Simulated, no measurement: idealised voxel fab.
process module | voxel gate over fins
Section cut is 250 nm wide and gridded with 5 nm square cells.
In what follows, cross-sections appear as grids of square cells, described through bands that run from the top down, where every band is one or more rows of cells.
Per band: top height and bottom height in nm, followed by the left-to-right materials and their widths in nm; "edge to edge" marks a single material spanning edge to edge, "blank" marks empty space.
Note: height 0 marks the level under which the wafer is uniformly one material as received. Lowest band unbounded below, written "z 0 and below".
The notation "30->40" denotes a width that varies across the rows of cells in the band, beginning at the first number in the top row, finishing at the second number in the bottom row, and changing by an identical amount from each row to the next.
The designation "no modification", where it is given for a processing step, indicates that no cell of the cross-section was altered in the course of that step.
Empty spaces counting at least 8 cells and having no open way to the top are listed in "Enclosed void catalog". The notation width x height at distance is used for each, the distance being from the left edge and all three values in nm.
That trailing text on a step's line, after the settings, is the simulator's own remark on the step.
What "overlay nm" on a step's line means: if the step has a mask, that mask lay this far to the right of its planned place, or, when the value is negative, to the left.

Steps planned for the process:
1 RECEIVE | material Si
2 CONFORMAL_DEP | material SiN | thk nm 10
3 DIRECTIONAL_DEP | material aC | thk nm 10
4 PATTERN | tone cover | mask id FINS | material resist | width nm 15 | pitch nm 50 | thk nm 25 | overlay nm 0
5 DIRECTIONAL_ETCH | etch materials aC | depth nm 10
6 STRIP | etch materials resist
7 DIRECTIONAL_ETCH | etch materials SiN | depth nm 10
8 DIRECTIONAL_ETCH | etch materials Si | depth nm 35
9 STRIP | etch materials aC
10 FILL_DEP | material SiO2 | thk nm 5
11 CMP | height nm 10
12 MASKED_ETCH | tone open | mask id RAIL | width nm 15 | etch materials SiO2 | depth nm 40 | overlay nm 0
13 CONFORMAL_DEP | material TiN | thk nm 5
14 FILL_DEP | material Ru | thk nm 10
15 CMP | height nm 10
16 SELECTIVE_ETCH | etch materials W Ru TiN | depth nm 25
17 FILL_DEP | material SiO2 | thk nm 5
18 CMP | height nm 10
19 SELECTIVE_ETCH | etch materials SiO2 | depth nm 25
20 STRIP | etch materials SiN
21 CONFORMAL_DEP | material HfO2 | thk nm 5
22 CONFORMAL_DEP | material TiN | thk nm 5
23 CONFORMAL_DEP | material TiAl | thk nm 5
24 CONFORMAL_DEP | material TiN | thk nm 5
25 FILL_DEP | material W | thk nm 10
26 CMP | height nm 25
27 CONFORMAL_DEP | material SiCN | thk nm 5
For clarity, it should be stated that the wafers under discussion commence in an identical condition and differ with respect to the depth nm of step 16, the plan indicating the value that the first wafer had.

First wafer of several, as received: cross-section after step 1:
- z 0 and below  Si edge to edge
- Enclosed void catalog: none

Quick key for the table: a row per wafer, taken at the end of the module. For each material it tells you how many cells the wafer gained (+) or lost (-) since it came in, and the closed voids come after:
depth nm 25 | +62 HfO2 | +2 Ru | -308 Si | +50 SiCN | +167 SiO2 | +62 TiAl | +128 TiN | +137 W | Enclosed void catalog: none
depth nm 30 | +62 HfO2 | +1 Ru | -308 Si | +50 SiCN | +170 SiO2 | +62 TiAl | +126 TiN | +137 W | Enclosed void catalog: none
depth nm 35 | +62 HfO2 | -308 Si | +50 SiCN | +173 SiO2 | +62 TiAl | +124 TiN | +137 W | Enclosed void catalog: none
depth nm 40 | +62 HfO2 | -308 Si | +50 SiCN | +176 SiO2 | +62 TiAl | +121 TiN | +137 W | Enclosed void catalog: none
depth nm 45 | +62 HfO2 | -308 Si | +50 SiCN | +176 SiO2 | +62 TiAl | +121 TiN | +137 W | Enclosed void catalog: none
depth nm 50 | +62 HfO2 | -308 Si | +50 SiCN | +176 SiO2 | +62 TiAl | +121 TiN | +137 W | Enclosed void catalog: none
